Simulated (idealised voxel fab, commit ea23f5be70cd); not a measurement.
The following process module bears the name voxel wiring stack.
Square cell edge 5 nm, section width 195 nm, ID cut.
How to read a cross-section here: the picture is a grid of square cells, written as bands going from the top down, and any band can span one or more rows of cells.
Basically the band line says how high the top is and how high the bottom is, in nm, and then what's in it from left to right, every material with its width in nm. Empty space shows up as "air", and if a single material carries "edge to edge" it runs the full band edge to edge.
The level at which height equals 0 is the one under which the wafer, as it arrives, is entirely one material. No lower edge exists for the bottom band, which continues downward and is notated as in "0 and below".
Think of "30..40" as a width that walks from the first number to the second as you go down the band, top row to bottom row, taking equal-sized steps from row to row.
"nothing was modified" -> step changed no cross-section cell.
"Closed void table" lists enclosed empty spaces (at least 8 cells, no open path upward to the top), each as width x height at distance from the left edge, in nm.
What comes after the settings on a step's line is commentary from the simulator itself on that step.
"overlay nm" answers the question of how far to the right of plan the mask lay on a step that has a mask, and when it is negative the answer is to the left.
Pairs, read this way: before one process step on the one hand, after it on the other, the after cross-section ending at the lowest band that changed; the step between, settings included, beneath. Same starting wafer throughout, but possibly different runs of this module, so no pair continues from the pair above unless its entry headed "Ahead of processing" says so.
Ahead of processing
- 95 down to 80 = air 15, then resist 30, then air 15, then resist 30, then air 15, then resist 30, then air 15, then resist 30, then air 15
- 80 down to 65 = SiO2 edge to edge
- 65 down to 60 = TiN edge to edge
- 60 down to 40 = lowk 15, then TiN 5, then Ru 5, then TiN 5, then lowk 30, then TiN 5, then Ru 5, then TiN 5, then lowk 30, then TiN 5, then Ru 5, then TiN 5, then lowk 30, then TiN 5, then Ru 5, then TiN 5, then lowk 30
- 40 down to 35 = SiCN 15, then TiN 15, then SiCN 30, then TiN 15, then SiCN 30, then TiN 15, then SiCN 30, then TiN 15, then SiCN 30
- 35 down to 15 = lowk 15, then Ru 30, then lowk 15, then Ru 30, then lowk 15, then Ru 30, then lowk 15, then Ru 30, then lowk 15
- 15 down to 10 = lowk 15, then TiN 30, then lowk 15, then TiN 30, then lowk 15, then TiN 30, then lowk 15, then TiN 30, then lowk 15
- 10 down to 0 = SiO2 edge to edge
- 0 and below = Si edge to edge
- Closed void table: none
Post-Step Geometry
- 80 down to 65 = SiO2 edge to edge
- Under 65: no change, same as before.
- Closed void table: none
So what happens between those two cross-sections up there? op STRIP | etch materials resist
Ahead of processing: The prior state of this step coincides with the post-step cross-section of the pair just above.
Post-Step Geometry
- 90 down to 80 = lowk edge to edge
- Under 80: no change, same as before.
- Closed void table: none
So what happens between those two cross-sections up there? op FILL_DEP | material lowk | thk nm 10
Ahead of processing: The prior state of this step coincides with the post-step cross-section of the pair just above.
Post-Step Geometry
- 80 down to 65 = SiO2 edge to edge
- Under 65: no change, same as before.
- Closed void table: none
So what happens between those two cross-sections up there? op CMP | height nm 80
Ahead of processing: The prior state of this step coincides with the post-step cross-section of the pair just above.
Post-Step Geometry
- 85 down to 80 = SiCN edge to edge
- Under 80: no change, same as before.
- Closed void table: none
So what happens between those two cross-sections up there? op CONFORMAL_DEP | material SiCN | thk nm 5
Ahead of processing: The prior state of this step coincides with the post-step cross-section of the pair just above.
Post-Step Geometry
- 120 down to 85 = SiO2 edge to edge
- Under 85: no change, same as before.
- Closed void table: none
So what happens between those two cross-sections up there? op DIRECTIONAL_DEP | material SiO2 | thk nm 35
Ahead of processing: The prior state of this step coincides with the post-step cross-section of the pair just above.
Post-Step Geometry
- 130 down to 120 = aC edge to edge
- Under 120: no change, same as before.
- Closed void table: none
So what happens between those two cross-sections up there? op DIRECTIONAL_DEP | material aC | thk nm 10
Ahead of processing: The prior state of this step coincides with the post-step cross-section of the pair just above.
Post-Step Geometry
- 160 down to 130 = resist 15, then air 30, then resist 15, then air 30, then resist 15, then air 30, then resist 15, then air 30, then resist 15
- Under 130: no change, same as before.
- Closed void table: none
So what happens between those two cross-sections up there? op PATTERN | tone open | mask id METAL_3 | material resist | width nm 30 | pitch nm 45 | thk nm 30 | overlay nm 0
Ahead of processing: The prior state of this step coincides with the post-step cross-section of the pair just above.
Post-Step Geometry
- 150 down to 130 = resist 15, then air 30, then resist 15, then air 30, then resist 15, then air 30, then resist 15, then air 30, then resist 15
- 130 down to 120 = aC 15, then air 30, then aC 15, then air 30, then aC 15, then air 30, then aC 15, then air 30, then aC 15
- Under 120: no change, same as before.
- Closed void table: none
So what happens between those two cross-sections up there? op DIRECTIONAL_ETCH | etch materials aC | depth nm 10
Ahead of processing: The prior state of this step coincides with the post-step cross-section of the pair just above.
Post-Step Geometry
- 130 down to 120 = aC 15, then air 30, then aC 15, then air 30, then aC 15, then air 30, then aC 15, then air 30, then aC 15
- Under 120: no change, same as before.
- Closed void table: none
So what happens between those two cross-sections up there? op STRIP | etch materials resist
Ahead of processing: The prior state of this step coincides with the post-step cross-section of the pair just above.
Post-Step Geometry
- 130 down to 120 = aC 15, then air 30, then aC 15, then air 30, then aC 15, then air 30, then aC 15, then air 30, then aC 15
- 120 down to 100 = SiO2 15, then air 30, then SiO2 15, then air 30, then SiO2 15, then air 30, then SiO2 15, then air 30, then SiO2 15
- Under 100: no change, same as before.
- Closed void table: none
So what happens between those two cross-sections up there? op DIRECTIONAL_ETCH | etch materials SiO2 | depth nm 20
Ahead of processing: The prior state of this step coincides with the post-step cross-section of the pair just above.
Post-Step Geometry
- 120 down to 100 = SiO2 15, then air 30, then SiO2 15, then air 30, then SiO2 15, then air 30, then SiO2 15, then air 30, then SiO2 15
- Under 100: no change, same as before.
- Closed void table: none
So what happens between those two cross-sections up there? op STRIP | etch materials aC
Ahead of processing: The prior state of this step coincides with the post-step cross-section of the pair just above.
Post-Step Geometry
- 135 down to 120 = aC 15, then air 30, then aC 15, then air 30, then aC 15, then air 30, then aC 15, then air 30, then aC 15
- 120 down to 115 = SiO2 15, then air 30, then SiO2 15, then air 30, then SiO2 15, then air 30, then SiO2 15, then air 30, then SiO2 15
- 115 down to 100 = SiO2 15, then aC 30, then SiO2 15, then aC 30, then SiO2 15, then aC 30, then SiO2 15, then aC 30, then SiO2 15
- Under 100: no change, same as before.
- Closed void table: none
So what happens between those two cross-sections up there? op DIRECTIONAL_DEP | material aC | thk nm 15
Ahead of processing: The prior state of this step coincides with the post-step cross-section of the pair just above.
Post-Step Geometry
- 165 down to 135 = resist 15, then air 15, then resist 75, then air 15, then resist 75
- 135 down to 120 = aC 15, then air 15, then resist 15, then aC 15, then resist 30, then aC 15, then air 15, then resist 15, then aC 15, then resist 30, then aC 15
- 120 down to 115 = SiO2 15, then air 15, then resist 15, then SiO2 15, then resist 30, then SiO2 15, then air 15, then resist 15, then SiO2 15, then resist 30, then SiO2 15
- Under 115: no change, same as before.
- Closed void table: none
So what happens between those two cross-sections up there? op PATTERN | tone open | mask id METAL_3_HOLES | material resist | width nm 15 | pitch nm 90 | thk nm 30 | overlay nm 0
Ahead of processing: The prior state of this step coincides with the post-step cross-section of the pair just above.
Post-Step Geometry
- 150 down to 135 = resist 15, then air 15, then resist 75, then air 15, then resist 75
- 135 down to 120 = aC 15, then air 15, then resist 15, then aC 15, then resist 30, then aC 15, then air 15, then resist 15, then aC 15, then resist 30, then aC 15
- 120 down to 115 = SiO2 15, then air 15, then resist 15, then SiO2 15, then resist 30, then SiO2 15, then air 15, then resist 15, then SiO2 15, then resist 30, then SiO2 15
- 115 down to 100 = SiO2 15, then air 15, then aC 15, then SiO2 15, then aC 30, then SiO2 15, then air 15, then aC 15, then SiO2 15, then aC 30, then SiO2 15
- Under 100: no change, same as before.
- Closed void table: none
So what happens between those two cross-sections up there? op DIRECTIONAL_ETCH | etch materials aC | depth nm 15
Ahead of processing: The prior state of this step coincides with the post-step cross-section of the pair just above.
Post-Step Geometry
- 135 down to 120 = aC 15, then air 30, then aC 15, then air 30, then aC 15, then air 30, then aC 15, then air 30, then aC 15
- 120 down to 115 = SiO2 15, then air 30, then SiO2 15, then air 30, then SiO2 15, then air 30, then SiO2 15, then air 30, then SiO2 15
- Under 115: no change, same as before.
- Closed void table: none
So what happens between those two cross-sections up there? op STRIP | etch materials resist
Ahead of processing: The prior state of this step coincides with the post-step cross-section of the pair just above.
Post-Step Geometry
- 135 down to 120 = aC 15, then air 30, then aC 15, then air 30, then aC 15, then air 30, then aC 15, then air 30, then aC 15
- 120 down to 115 = SiO2 15, then air 30, then SiO2 15, then air 30, then SiO2 15, then air 30, then SiO2 15, then air 30, then SiO2 15
- 115 down to 100 = SiO2 15, then air 15, then aC 15, then SiO2 15, then aC 30, then SiO2 15, then air 15, then aC 15, then SiO2 15, then aC 30, then SiO2 15
- 100 down to 85 = SiO2 15, then air 15, then SiO2 75, then air 15, then SiO2 75
- Under 85: no change, same as before.
- Closed void table: none
So what happens between those two cross-sections up there? op DIRECTIONAL_ETCH | etch materials SiO2 | depth nm 15
Ahead of processing: The prior state of this step coincides with the post-step cross-section of the pair just above.
Post-Step Geometry
- 135 down to 120 = aC 15, then air 30, then aC 15, then air 30, then aC 15, then air 30, then aC 15, then air 30, then aC 15
- 120 down to 115 = SiO2 15, then air 30, then SiO2 15, then air 30, then SiO2 15, then air 30, then SiO2 15, then air 30, then SiO2 15
- 115 down to 100 = SiO2 15, then air 15, then aC 15, then SiO2 15, then aC 30, then SiO2 15, then air 15, then aC 15, then SiO2 15, then aC 30, then SiO2 15
- 100 down to 85 = SiO2 15, then air 15, then SiO2 75, then air 15, then SiO2 75
- 85 down to 80 = SiCN 15, then air 15, then SiCN 75, then air 15, then SiCN 75
- Under 80: no change, same as before.
- Closed void table: none
So what happens between those two cross-sections up there? op DIRECTIONAL_ETCH | etch materials SiCN | depth nm 5
Ahead of processing: The prior state of this step coincides with the post-step cross-section of the pair just above.
Post-Step Geometry
- 120 down to 100 = SiO2 15, then air 30, then SiO2 15, then air 30, then SiO2 15, then air 30, then SiO2 15, then air 30, then SiO2 15
- Under 100: no change, same as before.
- Closed void table: none
So what happens between those two cross-sections up there? op STRIP | etch materials aC
Ahead of processing: The prior state of this step coincides with the post-step cross-section of the pair just above.
Post-Step Geometry
- 125 down to 120 = TiN 20, then air 20, then TiN 25, then air 20, then TiN 25, then air 20, then TiN 25, then air 20, then TiN 20
- 120 down to 105 = SiO2 15, then TiN 5, then air 20, then TiN 5, then SiO2 15, then TiN 5, then air 20, then TiN 5, then SiO2 15, then TiN 5, then air 20, then TiN 5, then SiO2 15, then TiN 5, then air 20, then TiN 5, then SiO2 15
- 105 down to 100 = SiO2 15, then TiN 5, then air 5, then TiN 20, then SiO2 15, then TiN 30, then SiO2 15, then TiN 5, then air 5, then TiN 20, then SiO2 15, then TiN 30, then SiO2 15
- 100 down to 85 = SiO2 15, then TiN 5, then air 5, then TiN 5, then SiO2 75, then TiN 5, then air 5, then TiN 5, then SiO2 75
- 85 down to 80 = SiCN 15, then TiN 15, then SiCN 75, then TiN 15, then SiCN 75
- Under 80: no change, same as before.
- Closed void table: none
So what happens between those two cross-sections up there? op CONFORMAL_DEP | material TiN | thk nm 5
Ahead of processing: The prior state of this step coincides with the post-step cross-section of the pair just above.
Post-Step Geometry
- 130 down to 125 = Ru edge to edge
- 125 down to 120 = TiN 20, then Ru 20, then TiN 25, then Ru 20, then TiN 25, then Ru 20, then TiN 25, then Ru 20, then TiN 20
- 120 down to 105 = SiO2 15, then TiN 5, then Ru 20, then TiN 5, then SiO2 15, then TiN 5, then Ru 20, then TiN 5, then SiO2 15, then TiN 5, then Ru 20, then TiN 5, then SiO2 15, then TiN 5, then Ru 20, then TiN 5, then SiO2 15
- 105 down to 100 = SiO2 15, then TiN 5, then Ru 5, then TiN 20, then SiO2 15, then TiN 30, then SiO2 15, then TiN 5, then Ru 5, then TiN 20, then SiO2 15, then TiN 30, then SiO2 15
- 100 down to 85 = SiO2 15, then TiN 5, then Ru 5, then TiN 5, then SiO2 75, then TiN 5, then Ru 5, then TiN 5, then SiO2 75
- Under 85: no change, same as before.
- Closed void table: none
So what happens between those two cross-sections up there? op FILL_DEP | material Ru | thk nm 5
Ahead of processing: The prior state of this step coincides with the post-step cross-section of the pair just above.
Post-Step Geometry
- 120 down to 105 = SiO2 15, then TiN 5, then Ru 20, then TiN 5, then SiO2 15, then TiN 5, then Ru 20, then TiN 5, then SiO2 15, then TiN 5, then Ru 20, then TiN 5, then SiO2 15, then TiN 5, then Ru 20, then TiN 5, then SiO2 15
- Under 105: no change, same as before.
- Closed void table: none
So what happens between those two cross-sections up there? op CMP | height nm 120
Ahead of processing: The prior state of this step coincides with the post-step cross-section of the pair just above.
Post-Step Geometry
- 125 down to 120 = SiCN edge to edge
- Under 120: no change, same as before.
- Closed void table: none
So what happens between those two cross-sections up there? op CONFORMAL_DEP | material SiCN | thk nm 5
Ahead of processing
- 80 down to 65 = W edge to edge
- 65 down to 60 = TiN edge to edge
- 60 down to 40 = lowk 15, then TiN 5, then Ru 5, then TiN 5, then lowk 30, then TiN 5, then Ru 5, then TiN 5, then lowk 30, then TiN 5, then Ru 5, then TiN 5, then lowk 30, then TiN 5, then Ru 5, then TiN 5, then lowk 30
- 40 down to 35 = SiCN 15, then TiN 15, then SiCN 30, then TiN 15, then SiCN 30, then TiN 15, then SiCN 30, then TiN 15, then SiCN 30
- 35 down to 15 = lowk 15, then Ru 30, then lowk 15, then Ru 30, then lowk 15, then Ru 30, then lowk 15, then Ru 30, then lowk 15
- 15 down to 10 = lowk 15, then TiN 30, then lowk 15, then TiN 30, then lowk 15, then TiN 30, then lowk 15, then TiN 30, then lowk 15
- 10 down to 0 = SiO2 edge to edge
- 0 and below = Si edge to edge
- Closed void table: none
Post-Step Geometry
- 95 down to 80 = resist 15, then air 30, then resist 15, then air 30, then resist 15, then air 30, then resist 15, then air 30, then resist 15
- Under 80: no change, same as before.
- Closed void table: none
So what happens between those two cross-sections up there? op PATTERN | tone open | mask id METAL_2 | material resist | width nm 30 | pitch nm 45 | thk nm 15 | overlay nm 0
Ahead of processing: The prior state of this step coincides with the post-step cross-section of the pair just above.
Post-Step Geometry
- 95 down to 80 = resist 15, then air 30, then resist 15, then air 30, then resist 15, then air 30, then resist 15, then air 30, then resist 15
- 80 down to 65 = W 15, then air 30, then W 15, then air 30, then W 15, then air 30, then W 15, then air 30, then W 15
- Under 65: no change, same as before.
- Closed void table: none
So what happens between those two cross-sections up there? op DIRECTIONAL_ETCH | etch materials W | depth nm 15
Ahead of processing: The prior state of this step coincides with the post-step cross-section of the pair just above.
Post-Step Geometry
- 95 down to 80 = resist 15, then air 30, then resist 15, then air 30, then resist 15, then air 30, then resist 15, then air 30, then resist 15
- 80 down to 65 = W 15, then air 30, then W 15, then air 30, then W 15, then air 30, then W 15, then air 30, then W 15
- 65 down to 60 = TiN 15, then air 30, then TiN 15, then air 30, then TiN 15, then air 30, then TiN 15, then air 30, then TiN 15
- Under 60: no change, same as before.
- Closed void table: none
So what happens between those two cross-sections up there? op DIRECTIONAL_ETCH | etch materials TiN | depth nm 5
Ahead of processing: The prior state of this step coincides with the post-step cross-section of the pair just above.
Post-Step Geometry
- 80 down to 65 = W 15, then air 30, then W 15, then air 30, then W 15, then air 30, then W 15, then air 30, then W 15
- Under 65: no change, same as before.
- Closed void table: none
So what happens between those two cross-sections up there? op STRIP | etch materials resist
Ahead of processing: The prior state of this step coincides with the post-step cross-section of the pair just above.
Post-Step Geometry
- 90 down to 80 = lowk edge to edge
- 80 down to 65 = W 15, then lowk 30, then W 15, then lowk 30, then W 15, then lowk 30, then W 15, then lowk 30, then W 15
- 65 down to 60 = TiN 15, then lowk 30, then TiN 15, then lowk 30, then TiN 15, then lowk 30, then TiN 15, then lowk 30, then TiN 15
- Under 60: no change, same as before.
- Closed void table: none
So what happens between those two cross-sections up there? op FILL_DEP | material lowk | thk nm 10
Ahead of processing: The prior state of this step coincides with the post-step cross-section of the pair just above.
Post-Step Geometry
- 80 down to 65 = W 15, then lowk 30, then W 15, then lowk 30, then W 15, then lowk 30, then W 15, then lowk 30, then W 15
- Under 65: no change, same as before.
- Closed void table: none
So what happens between those two cross-sections up there? op CMP | height nm 80
Ahead of processing: The prior state of this step coincides with the post-step cross-section of the pair just above.
Post-Step Geometry
- 85 down to 80 = SiCN edge to edge
- Under 80: no change, same as before.
- Closed void table: none
So what happens between those two cross-sections up there? op CONFORMAL_DEP | material SiCN | thk nm 5
Ahead of processing: The prior state of this step coincides with the post-step cross-section of the pair just above.
Post-Step Geometry
- 120 down to 85 = SiO2 edge to edge
- Under 85: no change, same as before.
- Closed void table: none
So what happens between those two cross-sections up there? op DIRECTIONAL_DEP | material SiO2 | thk nm 35
Ahead of processing: The prior state of this step coincides with the post-step cross-section of the pair just above.
Post-Step Geometry
- 130 down to 120 = aC edge to edge
- Under 120: no change, same as before.
- Closed void table: none
So what happens between those two cross-sections up there? op DIRECTIONAL_DEP | material aC | thk nm 10
Ahead of processing: The prior state of this step coincides with the post-step cross-section of the pair just above.
Post-Step Geometry
- 160 down to 130 = resist 15, then air 30, then resist 15, then air 30, then resist 15, then air 30, then resist 15, then air 30, then resist 15
- Under 130: no change, same as before.
- Closed void table: none
So what happens between those two cross-sections up there? op PATTERN | tone open | mask id METAL_3 | material resist | width nm 30 | pitch nm 45 | thk nm 30 | overlay nm 0
Ahead of processing: The prior state of this step coincides with the post-step cross-section of the pair just above.
Post-Step Geometry
- 150 down to 130 = resist 15, then air 30, then resist 15, then air 30, then resist 15, then air 30, then resist 15, then air 30, then resist 15
- 130 down to 120 = aC 15, then air 30, then aC 15, then air 30, then aC 15, then air 30, then aC 15, then air 30, then aC 15
- Under 120: no change, same as before.
- Closed void table: none
So what happens between those two cross-sections up there? op DIRECTIONAL_ETCH | etch materials aC | depth nm 10
Ahead of processing: The prior state of this step coincides with the post-step cross-section of the pair just above.
Post-Step Geometry
- 130 down to 120 = aC 15, then air 30, then aC 15, then air 30, then aC 15, then air 30, then aC 15, then air 30, then aC 15
- Under 120: no change, same as before.
- Closed void table: none
So what happens between those two cross-sections up there? op STRIP | etch materials resist
Ahead of processing: The prior state of this step coincides with the post-step cross-section of the pair just above.
Post-Step Geometry
- 130 down to 120 = aC 15, then air 30, then aC 15, then air 30, then aC 15, then air 30, then aC 15, then air 30, then aC 15
- 120 down to 100 = SiO2 15, then air 30, then SiO2 15, then air 30, then SiO2 15, then air 30, then SiO2 15, then air 30, then SiO2 15
- Under 100: no change, same as before.
- Closed void table: none
So what happens between those two cross-sections up there? op DIRECTIONAL_ETCH | etch materials SiO2 | depth nm 20
Ahead of processing: The prior state of this step coincides with the post-step cross-section of the pair just above.
Post-Step Geometry
- 120 down to 100 = SiO2 15, then air 30, then SiO2 15, then air 30, then SiO2 15, then air 30, then SiO2 15, then air 30, then SiO2 15
- Under 100: no change, same as before.
- Closed void table: none
So what happens between those two cross-sections up there? op STRIP | etch materials aC
Ahead of processing: The prior state of this step coincides with the post-step cross-section of the pair just above.
Post-Step Geometry
- 135 down to 120 = aC 15, then air 30, then aC 15, then air 30, then aC 15, then air 30, then aC 15, then air 30, then aC 15
- 120 down to 115 = SiO2 15, then air 30, then SiO2 15, then air 30, then SiO2 15, then air 30, then SiO2 15, then air 30, then SiO2 15
- 115 down to 100 = SiO2 15, then aC 30, then SiO2 15, then aC 30, then SiO2 15, then aC 30, then SiO2 15, then aC 30, then SiO2 15
- Under 100: no change, same as before.
- Closed void table: none
So what happens between those two cross-sections up there? op DIRECTIONAL_DEP | material aC | thk nm 15
Ahead of processing: The prior state of this step coincides with the post-step cross-section of the pair just above.
Post-Step Geometry
- 165 down to 135 = resist 15, then air 15, then resist 75, then air 15, then resist 75
- 135 down to 120 = aC 15, then air 15, then resist 15, then aC 15, then resist 30, then aC 15, then air 15, then resist 15, then aC 15, then resist 30, then aC 15
- 120 down to 115 = SiO2 15, then air 15, then resist 15, then SiO2 15, then resist 30, then SiO2 15, then air 15, then resist 15, then SiO2 15, then resist 30, then SiO2 15
- Under 115: no change, same as before.
- Closed void table: none
So what happens between those two cross-sections up there? op PATTERN | tone open | mask id METAL_3_HOLES | material resist | width nm 15 | pitch nm 90 | thk nm 30 | overlay nm 0
Ahead of processing: The prior state of this step coincides with the post-step cross-section of the pair just above.
Post-Step Geometry
- 150 down to 135 = resist 15, then air 15, then resist 75, then air 15, then resist 75
- 135 down to 120 = aC 15, then air 15, then resist 15, then aC 15, then resist 30, then aC 15, then air 15, then resist 15, then aC 15, then resist 30, then aC 15
- 120 down to 115 = SiO2 15, then air 15, then resist 15, then SiO2 15, then resist 30, then SiO2 15, then air 15, then resist 15, then SiO2 15, then resist 30, then SiO2 15
- 115 down to 100 = SiO2 15, then air 15, then aC 15, then SiO2 15, then aC 30, then SiO2 15, then air 15, then aC 15, then SiO2 15, then aC 30, then SiO2 15
- Under 100: no change, same as before.
- Closed void table: none
So what happens between those two cross-sections up there? op DIRECTIONAL_ETCH | etch materials aC | depth nm 15
Ahead of processing: The prior state of this step coincides with the post-step cross-section of the pair just above.
Post-Step Geometry
- 135 down to 120 = aC 15, then air 30, then aC 15, then air 30, then aC 15, then air 30, then aC 15, then air 30, then aC 15
- 120 down to 115 = SiO2 15, then air 30, then SiO2 15, then air 30, then SiO2 15, then air 30, then SiO2 15, then air 30, then SiO2 15
- Under 115: no change, same as before.
- Closed void table: none
So what happens between those two cross-sections up there? op STRIP | etch materials resist
Ahead of processing: The prior state of this step coincides with the post-step cross-section of the pair just above.
Post-Step Geometry
- 135 down to 120 = aC 15, then air 30, then aC 15, then air 30, then aC 15, then air 30, then aC 15, then air 30, then aC 15
- 120 down to 115 = SiO2 15, then air 30, then SiO2 15, then air 30, then SiO2 15, then air 30, then SiO2 15, then air 30, then SiO2 15
- 115 down to 100 = SiO2 15, then air 15, then aC 15, then SiO2 15, then aC 30, then SiO2 15, then air 15, then aC 15, then SiO2 15, then aC 30, then SiO2 15
- 100 down to 85 = SiO2 15, then air 15, then SiO2 75, then air 15, then SiO2 75
- Under 85: no change, same as before.
- Closed void table: none
So what happens between those two cross-sections up there? op DIRECTIONAL_ETCH | etch materials SiO2 | depth nm 15
Ahead of processing: The prior state of this step coincides with the post-step cross-section of the pair just above.
Post-Step Geometry
- 135 down to 120 = aC 15, then air 30, then aC 15, then air 30, then aC 15, then air 30, then aC 15, then air 30, then aC 15
- 120 down to 115 = SiO2 15, then air 30, then SiO2 15, then air 30, then SiO2 15, then air 30, then SiO2 15, then air 30, then SiO2 15
- 115 down to 100 = SiO2 15, then air 15, then aC 15, then SiO2 15, then aC 30, then SiO2 15, then air 15, then aC 15, then SiO2 15, then aC 30, then SiO2 15
- 100 down to 85 = SiO2 15, then air 15, then SiO2 75, then air 15, then SiO2 75
- 85 down to 80 = SiCN 15, then air 15, then SiCN 75, then air 15, then SiCN 75
- Under 80: no change, same as before.
- Closed void table: none
So what happens between those two cross-sections up there? op DIRECTIONAL_ETCH | etch materials SiCN | depth nm 5
Ahead of processing: The prior state of this step coincides with the post-step cross-section of the pair just above.
Post-Step Geometry
- 120 down to 100 = SiO2 15, then air 30, then SiO2 15, then air 30, then SiO2 15, then air 30, then SiO2 15, then air 30, then SiO2 15
- Under 100: no change, same as before.
- Closed void table: none
So what happens between those two cross-sections up there? op STRIP | etch materials aC
Ahead of processing: The prior state of this step coincides with the post-step cross-section of the pair just above.
Post-Step Geometry
- 125 down to 120 = TiN 20, then air 20, then TiN 25, then air 20, then TiN 25, then air 20, then TiN 25, then air 20, then TiN 20
- 120 down to 105 = SiO2 15, then TiN 5, then air 20, then TiN 5, then SiO2 15, then TiN 5, then air 20, then TiN 5, then SiO2 15, then TiN 5, then air 20, then TiN 5, then SiO2 15, then TiN 5, then air 20, then TiN 5, then SiO2 15
- 105 down to 100 = SiO2 15, then TiN 5, then air 5, then TiN 20, then SiO2 15, then TiN 30, then SiO2 15, then TiN 5, then air 5, then TiN 20, then SiO2 15, then TiN 30, then SiO2 15
- 100 down to 85 = SiO2 15, then TiN 5, then air 5, then TiN 5, then SiO2 75, then TiN 5, then air 5, then TiN 5, then SiO2 75
- 85 down to 80 = SiCN 15, then TiN 15, then SiCN 75, then TiN 15, then SiCN 75
- Under 80: no change, same as before.
- Closed void table: none
So what happens between those two cross-sections up there? op CONFORMAL_DEP | material TiN | thk nm 5
Ahead of processing: The prior state of this step coincides with the post-step cross-section of the pair just above.
Post-Step Geometry
- 130 down to 125 = Ru edge to edge
- 125 down to 120 = TiN 20, then Ru 20, then TiN 25, then Ru 20, then TiN 25, then Ru 20, then TiN 25, then Ru 20, then TiN 20
- 120 down to 105 = SiO2 15, then TiN 5, then Ru 20, then TiN 5, then SiO2 15, then TiN 5, then Ru 20, then TiN 5, then SiO2 15, then TiN 5, then Ru 20, then TiN 5, then SiO2 15, then TiN 5, then Ru 20, then TiN 5, then SiO2 15
- 105 down to 100 = SiO2 15, then TiN 5, then Ru 5, then TiN 20, then SiO2 15, then TiN 30, then SiO2 15, then TiN 5, then Ru 5, then TiN 20, then SiO2 15, then TiN 30, then SiO2 15
- 100 down to 85 = SiO2 15, then TiN 5, then Ru 5, then TiN 5, then SiO2 75, then TiN 5, then Ru 5, then TiN 5, then SiO2 75
- Under 85: no change, same as before.
- Closed void table: none
So what happens between those two cross-sections up there? op FILL_DEP | material Ru | thk nm 5
Ahead of processing: The prior state of this step coincides with the post-step cross-section of the pair just above.
Post-Step Geometry
- 120 down to 105 = SiO2 15, then TiN 5, then Ru 20, then TiN 5, then SiO2 15, then TiN 5, then Ru 20, then TiN 5, then SiO2 15, then TiN 5, then Ru 20, then TiN 5, then SiO2 15, then TiN 5, then Ru 20, then TiN 5, then SiO2 15
- Under 105: no change, same as before.
- Closed void table: none
So what happens between those two cross-sections up there? op CMP | height nm 120
Ahead of processing: The prior state of this step coincides with the post-step cross-section of the pair just above.
Post-Step Geometry
- 125 down to 120 = SiCN edge to edge
- Under 120: no change, same as before.
- Closed void table: none
So what happens between those two cross-sections up there? op CONFORMAL_DEP | material SiCN | thk nm 5
